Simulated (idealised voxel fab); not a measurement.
Herein follows the process module entitled voxel gate over fins.
The cross-section shown here is cut; it is 170 nm wide and divided into square cells measuring 5 nm on a side.
Reading order for cross-sections: top band down to bottom band. Underlying form: a grid of square cells. Band size: one or more rows of cells. In this notation a band is specified by the heights of its top and bottom, in that order and in nm, after which its materials appear from left to right, each paired with its width in nm. The word "throughout" attached to a single material means that material fills the band from edge to edge; the word "air" stands for empty space. All heights in this document are referenced to 0, defined as the level beneath which the wafer, as received, consists entirely of one material. The lowest band is not bounded below; it extends indefinitely downward and is written in the form "z 0 and below". Think of "30..40" as a width that walks from the first number to the second as you go down the band, top row to bottom row, taking equal-sized steps from row to row. It should be understood that the words "nothing changed", when stated for a given step, signify that the cross-section underwent no change in any of its cells during that step. This entry, "Closed internal cavities", enumerates those empty regions of no fewer than 8 cells that possess no open connection to the top. Each region is reported in the form width x height at distance, the distance being taken from the left edge, with all three quantities expressed in nm. It should be noted that, on the line of a given step, the content following the step's settings is a remark produced by the simulator itself with respect to that step. Steps that use a mask can have "overlay nm" on their line. It says how far the mask sat to the right of where it was meant to be. Negative means to the left.
Here's what the planned process steps look like:
1 RECEIVE (material Si)
2 CONFORMAL_DEP (material SiN; thk nm 5)
3 PATTERN (tone cover; mask id FINS; material resist; width nm 15; pitch nm 60; thk nm 20; overlay nm 0)
4 DIRECTIONAL_ETCH (etch materials SiN; depth nm 5)
5 DIRECTIONAL_ETCH (etch materials Si; depth nm 40)
6 STRIP (etch materials resist)
7 OXIDIZE (depth nm 5)
8 FILL_DEP (material SiO2; thk nm 15)
9 CMP (height nm 5)
10 DIRECTIONAL_DEP (material aC; thk nm 10)
11 PATTERN (tone open; mask id RAIL; material resist; width nm 15; thk nm 25; overlay nm 0)
12 DIRECTIONAL_ETCH (etch materials aC; depth nm 10)
13 STRIP (etch materials resist)
14 DIRECTIONAL_ETCH (etch materials SiO2; depth nm 40)
15 STRIP (etch materials aC)
16 CONFORMAL_DEP (material TiN; thk nm 5)
17 FILL_DEP (material W; thk nm 10)
18 CMP (height nm 5)
19 SELECTIVE_ETCH (etch materials W Ru TiN; depth nm 20)
20 FILL_DEP (material SiO2; thk nm 5)
21 CMP (height nm 5)
22 SELECTIVE_ETCH (etch materials SiO2; depth nm 15)
23 STRIP (etch materials SiN)
24 CONFORMAL_DEP (material HfO2; thk nm 5)
25 CONFORMAL_DEP (material TiN; thk nm 5)
26 FILL_DEP (material W; thk nm 15)
27 CMP (height nm 20)
28 CONFORMAL_DEP (material SiN; thk nm 10)
Concerning the first of two wafers, which was run in accordance with the plan:
Shown in cross-section is the wafer as received, that is, as it stands after step 1:
- z 0 and below  Si throughout
- Closed internal cavities: none
Take a look at the wafer's cross-section after step 2:
- z 5 to 0  SiN throughout
- Lower than 0, everything is as it was.
Take a look at the wafer's cross-section after step 3:
- z 25 to 5  15 air  15 resist  45 air  15 resist  45 air  15 resist  20 air
- Lower than 5, everything is as it was.
Take a look at the wafer's cross-section after step 4:
- z 25 to 5  15 air  15 resist  45 air  15 resist  45 air  15 resist  20 air
- z 5 to 0  15 air  15 SiN  45 air  15 SiN  45 air  15 SiN  20 air
- Lower than 0, everything is as it was.
Take a look at the wafer's cross-section after step 5:
- z 25 to 5  15 air  15 resist  45 air  15 resist  45 air  15 resist  20 air
- z 5 to 0  15 air  15 SiN  45 air  15 SiN  45 air  15 SiN  20 air
- z 0 to -40  15 air  15 Si  45 air  15 Si  45 air  15 Si  20 air
- Lower than -40, everything is as it was.
Take a look at the wafer's cross-section after step 6:
- z 5 to 0  15 air  15 SiN  45 air  15 SiN  45 air  15 SiN  20 air
- Lower than 0, everything is as it was.
Take a look at the wafer's cross-section after step 7:
- z 5 to 0  15 air  15 SiN  45 air  15 SiN  45 air  15 SiN  20 air
- z 0 to -40  15 air  5 SiO2  5 Si  5 SiO2  45 air  5 SiO2  5 Si  5 SiO2  45 air  5 SiO2  5 Si  5 SiO2  20 air
- z -40 to -45  20 SiO2  5 Si  55 SiO2  5 Si  55 SiO2  5 Si  25 SiO2
- Lower than -45, everything is as it was.
Take a look at the wafer's cross-section after step 8:
- z 20 to 5  SiO2 throughout
- z 5 to 0  15 SiO2  15 SiN  45 SiO2  15 SiN  45 SiO2  15 SiN  20 SiO2
- z 0 to -45  20 SiO2  5 Si  55 SiO2  5 Si  55 SiO2  5 Si  25 SiO2
- Lower than -45, everything is as it was.
Take a look at the wafer's cross-section after step 9:
- z 5 to 0  15 SiO2  15 SiN  45 SiO2  15 SiN  45 SiO2  15 SiN  20 SiO2
- Lower than 0, everything is as it was.
Take a look at the wafer's cross-section after step 10:
- z 15 to 5  aC throughout
- Lower than 5, everything is as it was.
Take a look at the wafer's cross-section after step 11:
- z 40 to 15  45 resist  15 air  110 resist
- Lower than 15, everything is as it was.
Take a look at the wafer's cross-section after step 12:
- z 30 to 15  45 resist  15 air  110 resist
- z 15 to 5  45 aC  15 air  110 aC
- Lower than 5, everything is as it was.
Take a look at the wafer's cross-section after step 13:
- z 15 to 5  45 aC  15 air  110 aC
- Lower than 5, everything is as it was.
Take a look at the wafer's cross-section after step 14:
- z 15 to 5  45 aC  15 air  110 aC
- z 5 to 0  15 SiO2  15 SiN  15 SiO2  15 air  15 SiO2  15 SiN  45 SiO2  15 SiN  20 SiO2
- z 0 to -35  20 SiO2  5 Si  20 SiO2  15 air  20 SiO2  5 Si  55 SiO2  5 Si  25 SiO2
- Lower than -35, everything is as it was.
Take a look at the wafer's cross-section after step 15:
- z 5 to 0  15 SiO2  15 SiN  15 SiO2  15 air  15 SiO2  15 SiN  45 SiO2  15 SiN  20 SiO2
- Lower than 0, everything is as it was.
Take a look at the wafer's cross-section after step 16:
- z 10 to 5  50 TiN  5 air  115 TiN
- z 5 to 0  15 SiO2  15 SiN  15 SiO2  5 TiN  5 air  5 TiN  15 SiO2  15 SiN  45 SiO2  15 SiN  20 SiO2
- z 0 to -30  20 SiO2  5 Si  20 SiO2  5 TiN  5 air  5 TiN  20 SiO2  5 Si  55 SiO2  5 Si  25 SiO2
- z -30 to -35  20 SiO2  5 Si  20 SiO2  15 TiN  20 SiO2  5 Si  55 SiO2  5 Si  25 SiO2
- Lower than -35, everything is as it was.
Take a look at the wafer's cross-section after step 17:
- z 20 to 10  W throughout
- z 10 to 5  50 TiN  5 W  115 TiN
- z 5 to 0  15 SiO2  15 SiN  15 SiO2  5 TiN  5 W  5 TiN  15 SiO2  15 SiN  45 SiO2  15 SiN  20 SiO2
- z 0 to -30  20 SiO2  5 Si  20 SiO2  5 TiN  5 W  5 TiN  20 SiO2  5 Si  55 SiO2  5 Si  25 SiO2
- Lower than -30, everything is as it was.
Take a look at the wafer's cross-section after step 18:
- z 5 to 0  15 SiO2  15 SiN  15 SiO2  5 TiN  5 W  5 TiN  15 SiO2  15 SiN  45 SiO2  15 SiN  20 SiO2
- Lower than 0, everything is as it was.
Take a look at the wafer's cross-section after step 19:
- z 5 to 0  15 SiO2  15 SiN  15 SiO2  15 air  15 SiO2  15 SiN  45 SiO2  15 SiN  20 SiO2
- z 0 to -15  20 SiO2  5 Si  20 SiO2  15 air  20 SiO2  5 Si  55 SiO2  5 Si  25 SiO2
- Lower than -15, everything is as it was.
Take a look at the wafer's cross-section after step 20:
- z 10 to 5  SiO2 throughout
- z 5 to 0  15 SiO2  15 SiN  45 SiO2  15 SiN  45 SiO2  15 SiN  20 SiO2
- z 0 to -15  20 SiO2  5 Si  55 SiO2  5 Si  55 SiO2  5 Si  25 SiO2
- Lower than -15, everything is as it was.
Take a look at the wafer's cross-section after step 21:
- z 5 to 0  15 SiO2  15 SiN  45 SiO2  15 SiN  45 SiO2  15 SiN  20 SiO2
- Lower than 0, everything is as it was.
Take a look at the wafer's cross-section after step 22:
- z 5 to 0  15 air  15 SiN  45 air  15 SiN  45 air  15 SiN  20 air
- z 0 to -10  20 air  5 Si  55 air  5 Si  55 air  5 Si  25 air
- Lower than -10, everything is as it was.
Take a look at the wafer's cross-section after step 23:
- z 0 to -10  20 air  5 Si  55 air  5 Si  55 air  5 Si  25 air
- Lower than -10, everything is as it was.
Take a look at the wafer's cross-section after step 24:
- z 5 to 0  15 air  15 HfO2  45 air  15 HfO2  45 air  15 HfO2  20 air
- z 0 to -5  15 air  5 HfO2  5 Si  5 HfO2  45 air  5 HfO2  5 Si  5 HfO2  45 air  5 HfO2  5 Si  5 HfO2  20 air
- z -5 to -10  20 HfO2  5 Si  55 HfO2  5 Si  55 HfO2  5 Si  25 HfO2
- Lower than -10, everything is as it was.
Take a look at the wafer's cross-section after step 25:
- z 10 to 5  10 air  25 TiN  35 air  25 TiN  35 air  25 TiN  15 air
- z 5 to 0  10 air  5 TiN  15 HfO2  5 TiN  35 air  5 TiN  15 HfO2  5 TiN  35 air  5 TiN  15 HfO2  5 TiN  15 air
- z 0 to -5  15 TiN  5 HfO2  5 Si  5 HfO2  45 TiN  5 HfO2  5 Si  5 HfO2  45 TiN  5 HfO2  5 Si  5 HfO2  20 TiN
- Lower than -5, everything is as it was.
Take a look at the wafer's cross-section after step 26:
- z 25 to 10  W throughout
- z 10 to 5  10 W  25 TiN  35 W  25 TiN  35 W  25 TiN  15 W
- z 5 to 0  10 W  5 TiN  15 HfO2  5 TiN  35 W  5 TiN  15 HfO2  5 TiN  35 W  5 TiN  15 HfO2  5 TiN  15 W
- Lower than 0, everything is as it was.
Take a look at the wafer's cross-section after step 27:
- z 20 to 10  W throughout
- Lower than 10, everything is as it was.
Take a look at the wafer's cross-section after step 28:
- z 30 to 20  SiN throughout
- Lower than 20, everything is as it was.
The second wafer was prepared from the same starting point and under the same plan as the first; its processing contained one mistake, and it remains indistinguishable from the first wafer up to and including step 21:
Second wafer, cut view, end of step 22 per plan:
- z 5 to 0  15 air  15 SiN  45 air  15 SiN  45 air  15 SiN  20 air
- z 0 to -15  20 air  5 Si  55 air  5 Si  55 air  5 Si  25 air
- z -15 to -25  20 air  5 Si  20 air  5 TiN  5 W  5 TiN  20 air  5 Si  55 air  5 Si  25 air
- Lower than -25, everything is as it was.
Second wafer, cut view, end of step 23 per plan:
- z 0 to -15  20 air  5 Si  55 air  5 Si  55 air  5 Si  25 air
- Lower than -15, everything is as it was.
Second wafer, cut view, end of step 24 per plan:
- z 5 to 0  15 air  15 HfO2  45 air  15 HfO2  45 air  15 HfO2  20 air
- z 0 to -10  15 air  5 HfO2  5 Si  5 HfO2  45 air  5 HfO2  5 Si  5 HfO2  45 air  5 HfO2  5 Si  5 HfO2  20 air
- z -10 to -15  15 air  5 HfO2  5 Si  5 HfO2  10 air  25 HfO2  10 air  5 HfO2  5 Si  5 HfO2  45 air  5 HfO2  5 Si  5 HfO2  20 air
- z -15 to -20  15 air  5 HfO2  5 Si  5 HfO2  10 air  5 HfO2  5 TiN  5 W  5 TiN  5 HfO2  10 air  5 HfO2  5 Si  5 HfO2  45 air  5 HfO2  5 Si  5 HfO2  20 air
- z -20 to -25  20 HfO2  5 Si  20 HfO2  5 TiN  5 W  5 TiN  20 HfO2  5 Si  55 HfO2  5 Si  25 HfO2
- Lower than -25, everything is as it was.
Second wafer, cut view, end of step 25 per plan:
- z 10 to 5  10 air  25 TiN  35 air  25 TiN  35 air  25 TiN  15 air
- z 5 to 0  10 air  5 TiN  15 HfO2  5 TiN  35 air  5 TiN  15 HfO2  5 TiN  35 air  5 TiN  15 HfO2  5 TiN  15 air
- z 0 to -5  10 air  5 TiN  5 HfO2  5 Si  5 HfO2  5 TiN  35 air  5 TiN  5 HfO2  5 Si  5 HfO2  5 TiN  35 air  5 TiN  5 HfO2  5 Si  5 HfO2  5 TiN  15 air
- z -5 to -10  10 air  5 TiN  5 HfO2  5 Si  5 HfO2  45 TiN  5 HfO2  5 Si  5 HfO2  5 TiN  35 air  5 TiN  5 HfO2  5 Si  5 HfO2  5 TiN  15 air
- z -10 to -15  10 air  5 TiN  5 HfO2  5 Si  5 HfO2  10 TiN  25 HfO2  10 TiN  5 HfO2  5 Si  5 HfO2  5 TiN  35 air  5 TiN  5 HfO2  5 Si  5 HfO2  5 TiN  15 air
- z -15 to -20  15 TiN  5 HfO2  5 Si  5 HfO2  10 TiN  5 HfO2  5 TiN  5 W  5 TiN  5 HfO2  10 TiN  5 HfO2  5 Si  5 HfO2  45 TiN  5 HfO2  5 Si  5 HfO2  20 TiN
- Lower than -20, everything is as it was.
Second wafer, cut view, end of step 26 per plan:
- z 25 to 10  W throughout
- z 10 to 5  10 W  25 TiN  35 W  25 TiN  35 W  25 TiN  15 W
- z 5 to 0  10 W  5 TiN  15 HfO2  5 TiN  35 W  5 TiN  15 HfO2  5 TiN  35 W  5 TiN  15 HfO2  5 TiN  15 W
- z 0 to -5  10 W  5 TiN  5 HfO2  5 Si  5 HfO2  5 TiN  35 W  5 TiN  5 HfO2  5 Si  5 HfO2  5 TiN  35 W  5 TiN  5 HfO2  5 Si  5 HfO2  5 TiN  15 W
- z -5 to -10  10 W  5 TiN  5 HfO2  5 Si  5 HfO2  45 TiN  5 HfO2  5 Si  5 HfO2  5 TiN  35 W  5 TiN  5 HfO2  5 Si  5 HfO2  5 TiN  15 W
- z -10 to -15  10 W  5 TiN  5 HfO2  5 Si  5 HfO2  10 TiN  25 HfO2  10 TiN  5 HfO2  5 Si  5 HfO2  5 TiN  35 W  5 TiN  5 HfO2  5 Si  5 HfO2  5 TiN  15 W
- Lower than -15, everything is as it was.
Second wafer, cut view, end of step 27 per plan:
- z 20 to 10  W throughout
- Lower than 10, everything is as it was.
Second wafer, cut view, end of step 28 per plan:
- z 30 to 20  SiN throughout
- Lower than 20, everything is as it was.
In executing the process, a mistake was made relative to the plan: the plan had its step 22 run twice
The closing comparison, in cells, has the second wafer with more or fewer of some materials than the first: HfO2 +22; SiO2 -87; TiN +22; W +43
